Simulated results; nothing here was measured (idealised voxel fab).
voxel double patterning: a process module
We display cut, a cross-section 295 nm in width whose square cells are each 5 nm.
This document writes a cross-section as a grid whose cells are square, and gives it as bands, listed from the top down; one or more rows of cells form a band.
Band: top and bottom heights (nm) first, top before bottom; then materials from left to right, widths in nm. "all across" marks a sole material filling the band edge to edge. "blank" denotes empty space.
For the purposes of this specification, 0 denotes the height below which the wafer in its as-received condition is composed wholly of one material, and the lowermost band, lacking a lower limit, extends downward without end, as expressed in "z 0 and below".
Per-row width for "30->40": begins at first number (top row of band), ends at second number (bottom row), increment between rows held constant.
Step marked "left unchanged"? Then no cell in the cross-section changed in it.
"Closed cavity list": sealed empty spaces, 8 cells or more, no open way to top, listed width x height at distance, with distance from the left edge and width, height and distance in nm.
after a step's settings: what the simulator itself notes on the step
"overlay nm", when on a step's line for a step with a mask, measures how far to the right of its planned place the mask lay; a negative measure means to the left.
[The following list gives the planned process steps]
1) RECEIVE,material Si
2) CONFORMAL_DEP,material SiO2,thk nm 10
3) DIRECTIONAL_DEP,material polySi,thk nm 15
4) DIRECTIONAL_DEP,material SiCN,thk nm 10
5) MASKED_ETCH,tone open,mask id FIRST,width nm 15,pitch nm 50,etch materials SiCN,depth nm 10,overlay nm 0
6) DIRECTIONAL_DEP,material aC,thk nm 15
7) PATTERN,tone open,mask id SECOND,material resist,width nm 15,pitch nm 50,thk nm 35,overlay nm 0
8) DIRECTIONAL_ETCH,etch materials aC,depth nm 15
9) STRIP,etch materials resist
10) DIRECTIONAL_ETCH,etch materials SiCN,depth nm 10
11) STRIP,etch materials aC
12) DIRECTIONAL_ETCH,etch materials polySi,depth nm 15
13) STRIP,etch materials SiCN
[So, the first of our two wafers, run just as we planned it]
[This is the cross-section of the wafer as we received it, i.e. after step 1]
- z 0 and below  Si all across
- Closed cavity list: none
[The wafer, seen in cross-section, after step 2]
- z 10 to 0  SiO2 all across
- Below 0 it's all the same as before, nothing changed down there.
[The wafer, seen in cross-section, after step 3]
- z 25 to 10  polySi all across
- Below 10 it's all the same as before, nothing changed down there.
[The wafer, seen in cross-section, after step 4]
- z 35 to 25  SiCN all across
- Below 25 it's all the same as before, nothing changed down there.
[The wafer, seen in cross-section, after step 5]
- z 35 to 25  SiCN: 90  blank: 15  SiCN: 35  blank: 15  SiCN: 35  blank: 15  SiCN: 90
- Below 25 it's all the same as before, nothing changed down there.
[The wafer, seen in cross-section, after step 6]
- z 50 to 40  aC: 90  blank: 15  aC: 35  blank: 15  aC: 35  blank: 15  aC: 90
- z 40 to 35  aC all across
- z 35 to 25  SiCN: 90  aC: 15  SiCN: 35  aC: 15  SiCN: 35  aC: 15  SiCN: 90
- Below 25 it's all the same as before, nothing changed down there.
[The wafer, seen in cross-section, after step 7]
- z 85 to 50  resist: 115  blank: 15  resist: 35  blank: 15  resist: 115
- z 50 to 40  aC: 90  resist: 15  aC: 35  resist: 15  aC: 35  resist: 15  aC: 90
- Below 40 it's all the same as before, nothing changed down there.
[The wafer, seen in cross-section, after step 8]
- z 70 to 50  resist: 115  blank: 15  resist: 35  blank: 15  resist: 115
- z 50 to 40  aC: 90  resist: 15  aC: 10  blank: 15  aC: 10  resist: 15  aC: 10  blank: 15  aC: 10  resist: 15  aC: 90
- z 40 to 35  aC: 115  blank: 15  aC: 35  blank: 15  aC: 115
- Below 35 it's all the same as before, nothing changed down there.
[The wafer, seen in cross-section, after step 9]
- z 50 to 40  aC: 90  blank: 15  aC: 10  blank: 15  aC: 10  blank: 15  aC: 10  blank: 15  aC: 10  blank: 15  aC: 90
- Below 40 it's all the same as before, nothing changed down there.
[The wafer, seen in cross-section, after step 10]
- z 50 to 40  aC: 90  blank: 15  aC: 10  blank: 15  aC: 10  blank: 15  aC: 10  blank: 15  aC: 10  blank: 15  aC: 90
- z 40 to 35  aC: 115  blank: 15  aC: 35  blank: 15  aC: 115
- z 35 to 25  SiCN: 90  aC: 15  SiCN: 10  blank: 15  SiCN: 10  aC: 15  SiCN: 10  blank: 15  SiCN: 10  aC: 15  SiCN: 90
- Below 25 it's all the same as before, nothing changed down there.
[The wafer, seen in cross-section, after step 11]
- z 35 to 25  SiCN: 90  blank: 15  SiCN: 10  blank: 15  SiCN: 10  blank: 15  SiCN: 10  blank: 15  SiCN: 10  blank: 15  SiCN: 90
- Below 25 it's all the same as before, nothing changed down there.
[The wafer, seen in cross-section, after step 12]
- z 35 to 25  SiCN: 90  blank: 15  SiCN: 10  blank: 15  SiCN: 10  blank: 15  SiCN: 10  blank: 15  SiCN: 10  blank: 15  SiCN: 90
- z 25 to 10  polySi: 90  blank: 15  polySi: 10  blank: 15  polySi: 10  blank: 15  polySi: 10  blank: 15  polySi: 10  blank: 15  polySi: 90
- Below 10 it's all the same as before, nothing changed down there.
[The wafer, seen in cross-section, after step 13]
- z 25 to 10  polySi: 90  blank: 15  polySi: 10  blank: 15  polySi: 10  blank: 15  polySi: 10  blank: 15  polySi: 10  blank: 15  polySi: 90
- Below 10 it's all the same as before, nothing changed down there.
[The second wafer was prepared from the same starting point and under the same plan as the first; its processing contained one mistake, and it remains indistinguishable from the first wafer up to and including step 4]
[Cross-section, second wafer, at the end time the plan gives for step 5]
- z 35 to 25  blank: 90  SiCN: 15  blank: 35  SiCN: 15  blank: 35  SiCN: 15  blank: 90
- Below 25 it's all the same as before, nothing changed down there.
[Cross-section, second wafer, at the end time the plan gives for step 6]
- z 50 to 40  blank: 90  aC: 15  blank: 35  aC: 15  blank: 35  aC: 15  blank: 90
- z 40 to 35  aC all across
- z 35 to 25  aC: 90  SiCN: 15  aC: 35  SiCN: 15  aC: 35  SiCN: 15  aC: 90
- Below 25 it's all the same as before, nothing changed down there.
[Cross-section, second wafer, at the end time the plan gives for step 7]
- z 85 to 50  resist: 115  blank: 15  resist: 35  blank: 15  resist: 115
- z 50 to 40  resist: 90  aC: 15  resist: 10  blank: 15  resist: 10  aC: 15  resist: 10  blank: 15  resist: 10  aC: 15  resist: 90
- Below 40 it's all the same as before, nothing changed down there.
[Cross-section, second wafer, at the end time the plan gives for step 8]
- z 70 to 50  resist: 115  blank: 15  resist: 35  blank: 15  resist: 115
- z 50 to 40  resist: 90  aC: 15  resist: 10  blank: 15  resist: 10  aC: 15  resist: 10  blank: 15  resist: 10  aC: 15  resist: 90
- z 40 to 35  aC: 115  blank: 15  aC: 35  blank: 15  aC: 115
- z 35 to 25  aC: 90  SiCN: 15  aC: 10  blank: 15  aC: 10  SiCN: 15  aC: 10  blank: 15  aC: 10  SiCN: 15  aC: 90
- Below 25 it's all the same as before, nothing changed down there.
[Cross-section, second wafer, at the end time the plan gives for step 9]
- z 50 to 40  blank: 90  aC: 15  blank: 35  aC: 15  blank: 35  aC: 15  blank: 90
- Below 40 it's all the same as before, nothing changed down there.
Cross-section, second wafer, at the end time the plan gives for step 10: left unchanged
[Cross-section, second wafer, at the end time the plan gives for step 11]
- z 35 to 25  blank: 90  SiCN: 15  blank: 35  SiCN: 15  blank: 35  SiCN: 15  blank: 90
- Below 25 it's all the same as before, nothing changed down there.
[Cross-section, second wafer, at the end time the plan gives for step 12]
- z 35 to 25  blank: 90  SiCN: 15  blank: 35  SiCN: 15  blank: 35  SiCN: 15  blank: 90
- z 25 to 10  blank: 90  polySi: 15  blank: 35  polySi: 15  blank: 35  polySi: 15  blank: 90
- Below 10 it's all the same as before, nothing changed down there.
[Cross-section, second wafer, at the end time the plan gives for step 13]
- z 25 to 10  blank: 90  polySi: 15  blank: 35  polySi: 15  blank: 35  polySi: 15  blank: 90
- Below 10 it's all the same as before, nothing changed down there.
Processing error: planned and actual differ for step 5; actual: MASKED_ETCH,tone cover,mask id FIRST,width nm 15,pitch nm 50,etch materials SiCN,depth nm 10,overlay nm 0
Final tally in cells, some materials are higher or lower on the second wafer than on the first: polySi: 105 fewer
